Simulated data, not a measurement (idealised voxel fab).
You're looking at the process module voxel wiring stack.
We display cut, a cross-section 270 nm in width whose square cells are each 5 nm.
Cross-section layout: square cells on a grid; listed as bands, top to bottom; a band spans one or more cell rows. Each band's line starts with the height of the band's top and of its bottom, in nm. Then come its materials from left to right, each with its width in nm. One material with "everywhere" fills the band from edge to edge. "blank" is empty space. It should be noted that heights are counted from 0, beneath which the wafer as supplied is of one material throughout, and that the lowest band possesses no lower boundary but continues downward, as written in "0 down". A width such as "30..40" changes by the same amount from each row of cells to the next, from the band's top row to its bottom row. Step note "left unchanged" = no cross-section cell changed. For the entry "Enclosed void entries", the listed items are empty spaces with no open way to the top whose size is 8 cells or more; each item follows the pattern width x height at distance, where distance is from the left edge and all three are in nm. Text after the settings on a step's line: the simulator's own remark on that step. "overlay nm" denotes, for a step that has a mask, the displacement of the mask to the right of its planned place, with negative values corresponding to the left.
Process steps (planned)
1 RECEIVE | material Si
2 CONFORMAL_DEP | material SiO2 | thk nm 10
3 DIRECTIONAL_DEP | material TiN | thk nm 5
4 DIRECTIONAL_DEP | material W | thk nm 20
5 MASKED_ETCH | tone cover | mask id METAL_1 | width nm 25 | pitch nm 55 | etch materials W | depth nm 20 | overlay nm 0
6 MASKED_ETCH | tone cover | mask id METAL_1 | width nm 25 | pitch nm 55 | etch materials TiN | depth nm 5 | overlay nm 0
7 CONFORMAL_DEP | material SiCN | thk nm 5
8 FILL_DEP | material SiO2 | thk nm 5
9 CMP | height nm 35
10 CONFORMAL_DEP | material SiCN | thk nm 5
11 DIRECTIONAL_DEP | material lowk | thk nm 15
12 DIRECTIONAL_DEP | material aC | thk nm 15
13 PATTERN | tone open | mask id PLUG_1 | material resist | width nm 15 | pitch nm 55 | thk nm 30 | overlay nm 0
14 DIRECTIONAL_ETCH | etch materials aC | depth nm 15
15 STRIP | etch materials resist
16 DIRECTIONAL_ETCH | etch materials lowk | depth nm 15
17 DIRECTIONAL_ETCH | etch materials SiCN | depth nm 5
18 STRIP | etch materials aC
19 CONFORMAL_DEP | material TiN | thk nm 5
20 FILL_DEP | material Cu | thk nm 10
21 CMP | height nm 55
22 DIRECTIONAL_DEP | material TiN | thk nm 5
23 DIRECTIONAL_DEP | material Ru | thk nm 20
24 DIRECTIONAL_DEP | material aC | thk nm 15
25 PATTERN | tone cover | mask id METAL_2 | material resist | width nm 25 | pitch nm 55 | thk nm 35 | overlay nm 0
26 DIRECTIONAL_ETCH | etch materials aC | depth nm 15
27 STRIP | etch materials resist
28 DIRECTIONAL_ETCH | etch materials Ru | depth nm 20
29 DIRECTIONAL_ETCH | etch materials TiN | depth nm 5
30 STRIP | etch materials aC
31 FILL_DEP | material SiO2 | thk nm 5
32 CMP | height nm 80
33 CONFORMAL_DEP | material SiCN | thk nm 5
34 DIRECTIONAL_DEP | material lowk | thk nm 30
35 PATTERN | tone open | mask id METAL_3 | material resist | width nm 15 | pitch nm 55 | thk nm 20 | overlay nm 0
36 DIRECTIONAL_ETCH | etch materials lowk | depth nm 15
37 STRIP | etch materials resist
38 DIRECTIONAL_DEP | material aC | thk nm 15
39 PATTERN | tone open | mask id METAL_3_HOLES | material resist | width nm 15 | thk nm 35 | overlay nm 0
40 DIRECTIONAL_ETCH | etch materials aC | depth nm 15
41 STRIP | etch materials resist
42 DIRECTIONAL_ETCH | etch materials lowk | depth nm 15
43 DIRECTIONAL_ETCH | etch materials SiCN | depth nm 5
44 STRIP | etch materials aC
45 CONFORMAL_DEP | material TiN | thk nm 5
46 FILL_DEP | material Cu | thk nm 10
47 CMP | height nm 115
48 CONFORMAL_DEP | material SiN | thk nm 5
Same starting wafers, different width nm at step 35. Plan value belongs to the first wafer.
First wafer of several, as received: cross-section after step 1
0 down = Si everywhere
Enclosed void entries: none
Where each wafer stands at the end of the module, a row apiece: cells of each material gained (+) or lost (-) since it was received, then closed voids
width nm 15, +12 Cu, +40 Ru, +160 SiCN, +54 SiN, +488 SiO2, +61 TiN, +40 W, +441 lowk, Enclosed void entries: none
width nm 20, +16 Cu, +40 Ru, +160 SiCN, +54 SiN, +488 SiO2, +63 TiN, +40 W, +435 lowk, Enclosed void entries: none
width nm 25, +22 Cu, +40 Ru, +159 SiCN, +54 SiN, +488 SiO2, +64 TiN, +40 W, +429 lowk, Enclosed void entries: none
width nm 30, +26 Cu, +40 Ru, +159 SiCN, +54 SiN, +488 SiO2, +66 TiN, +40 W, +423 lowk, Enclosed void entries: none
width nm 35, +30 Cu, +40 Ru, +159 SiCN, +54 SiN, +488 SiO2, +68 TiN, +40 W, +417 lowk, Enclosed void entries: none
width nm 40, +34 Cu, +40 Ru, +159 SiCN, +54 SiN, +488 SiO2, +70 TiN, +40 W, +411 lowk, Enclosed void entries: none
